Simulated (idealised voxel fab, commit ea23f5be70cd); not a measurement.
You're looking at the process module voxel wiring stack.
Section cut is 170 nm wide and gridded with 5 nm square cells.
This document writes a cross-section as a grid whose cells are square, and gives it as bands, listed from the top down; one or more rows of cells form a band. It is stipulated that each band's entry specify, in nanometres, the height of the top of the band and then that of its bottom, followed by the materials of the band in left-to-right sequence, each together with its width in nanometres. A single material marked by the word "throughout" is understood to fill the band from edge to edge; the word "air" is understood to denote empty space. Heights are expressed relative to 0, this being the level below which the as-received wafer comprises one material exclusively. The lowest band is unbounded in the downward direction and is denoted as in "from 0 down". Read "30->40" as a graded width: first number on top, second number at the bottom, same change between each pair of neighbouring rows. Take "no modifications" at face value: in the step it is given for, the cross-section changed in none of its cells. You'll see "Fully sealed voids" listing empty spaces that have no way open to the top, as long as they're 8 cells or more; the notation is width x height at distance, where the distance is from the left edge, and all of it is in nm. On each step's line, the part that comes after the settings is the simulator's own comment on the step. A step's line can hold "overlay nm"; with a mask on that step, the setting says how far right of the planned place the mask lay, while a negative setting says it lay to the left.
The following list gives the planned process steps
| 1 | RECEIVE | material Si |
| 2 | CONFORMAL_DEP | material SiO2 | thk nm 15 |
| 3 | CONFORMAL_DEP | material SiCN | thk nm 5 |
| 4 | DIRECTIONAL_DEP | material lowk | thk nm 25 |
| 5 | MASKED_ETCH | tone open | mask id METAL_1 | width nm 25 | pitch nm 55 | etch materials lowk | depth nm 25 | overlay nm 0 |
| 6 | MASKED_ETCH | tone open | mask id METAL_1 | width nm 25 | pitch nm 55 | etch materials SiCN | depth nm 5 | overlay nm 0 |
| 7 | CONFORMAL_DEP | material TiN | thk nm 5 |
| 8 | FILL_DEP | material Ru | thk nm 10 |
| 9 | CMP | height nm 45 |
| 10 | CONFORMAL_DEP | material SiCN | thk nm 5 |
| 11 | DIRECTIONAL_DEP | material SiO2 | thk nm 35 |
| 12 | PATTERN | tone open | mask id METAL_2_HOLES | material resist | width nm 15 | pitch nm 55 | thk nm 15 | overlay nm 0 |
| 13 | DIRECTIONAL_ETCH | etch materials SiO2 | depth nm 35 |
| 14 | STRIP | etch materials resist |
| 15 | DIRECTIONAL_DEP | material aC | thk nm 10 |
| 16 | PATTERN | tone open | mask id METAL_2 | material resist | width nm 25 | pitch nm 55 | thk nm 30 | overlay nm 0 |
| 17 | DIRECTIONAL_ETCH | etch materials aC | depth nm 10 |
| 18 | STRIP | etch materials resist |
| 19 | DIRECTIONAL_ETCH | etch materials SiO2 | depth nm 20 |
| 20 | DIRECTIONAL_ETCH | etch materials SiCN | depth nm 5 |
| 21 | STRIP | etch materials aC |
| 22 | CONFORMAL_DEP | material TiN | thk nm 5 |
| 23 | FILL_DEP | material Cu | thk nm 5 |
| 24 | CMP | height nm 85 |
| 25 | CONFORMAL_DEP | material SiCN | thk nm 5 |
As received (post step 1): cross-section
  from 0 down  Si throughout
  Fully sealed voids: none
Here's the cross-section of the first of our two wafers at the end of the module - it ran as planned
  from 90 to 85  SiCN throughout
  from 85 to 70  SiO2 15  TiN 5  Cu 15  TiN 5  SiO2 30  TiN 5  Cu 15  TiN 5  SiO2 30  TiN 5  Cu 15  TiN 5  SiO2 20
  from 70 to 65  SiO2 15  TiN 5  Cu 5  TiN 15  SiO2 30  TiN 5  Cu 5  TiN 15  SiO2 30  TiN 5  Cu 5  TiN 15  SiO2 20
  from 65 to 50  SiO2 15  TiN 5  Cu 5  TiN 5  SiO2 40  TiN 5  Cu 5  TiN 5  SiO2 40  TiN 5  Cu 5  TiN 5  SiO2 30
  from 50 to 45  SiCN 15  TiN 15  SiCN 40  TiN 15  SiCN 40  TiN 15  SiCN 30
  from 45 to 20  lowk 15  TiN 5  Ru 15  TiN 5  lowk 30  TiN 5  Ru 15  TiN 5  lowk 30  TiN 5  Ru 15  TiN 5  lowk 20
  from 20 to 15  SiCN 15  TiN 25  SiCN 30  TiN 25  SiCN 30  TiN 25  SiCN 20
  from 15 to 0  SiO2 throughout
  from 0 down  Si throughout
  Fully sealed voids: none
Module end: cross-section of wafer two of two. Same start and process plan as the first wafer. One mistake during execution
  from 90 to 85  SiCN throughout
  from 85 to 70  SiO2 15  TiN 5  Cu 15  TiN 5  SiO2 30  TiN 5  Cu 15  TiN 5  SiO2 30  TiN 5  Cu 15  TiN 5  SiO2 20
  from 70 to 65  SiO2 15  TiN 5  Cu 5  TiN 15  SiO2 30  TiN 5  Cu 5  TiN 15  SiO2 30  TiN 5  Cu 5  TiN 15  SiO2 20
  from 65 to 50  SiO2 15  TiN 5  Cu 5  TiN 5  SiO2 40  TiN 5  Cu 5  TiN 5  SiO2 40  TiN 5  Cu 5  TiN 5  SiO2 30
  from 50 to 40  SiCN 15  TiN 15->25  SiCN 40->30  TiN 15->25  SiCN 40->30  TiN 15->25  SiCN 30->20
  from 40 to 15  lowk throughout
  from 15 to 0  SiO2 throughout
  from 0 down  Si throughout
  Fully sealed voids: none
Processing error: it was found that steps 3 and 4 of the process plan had been performed in exchanged positions
End check, counted in cells, second wafer has more or fewer of these materials than the first: 45 fewer of Ru, 30 fewer of TiN, 75 more of lowk
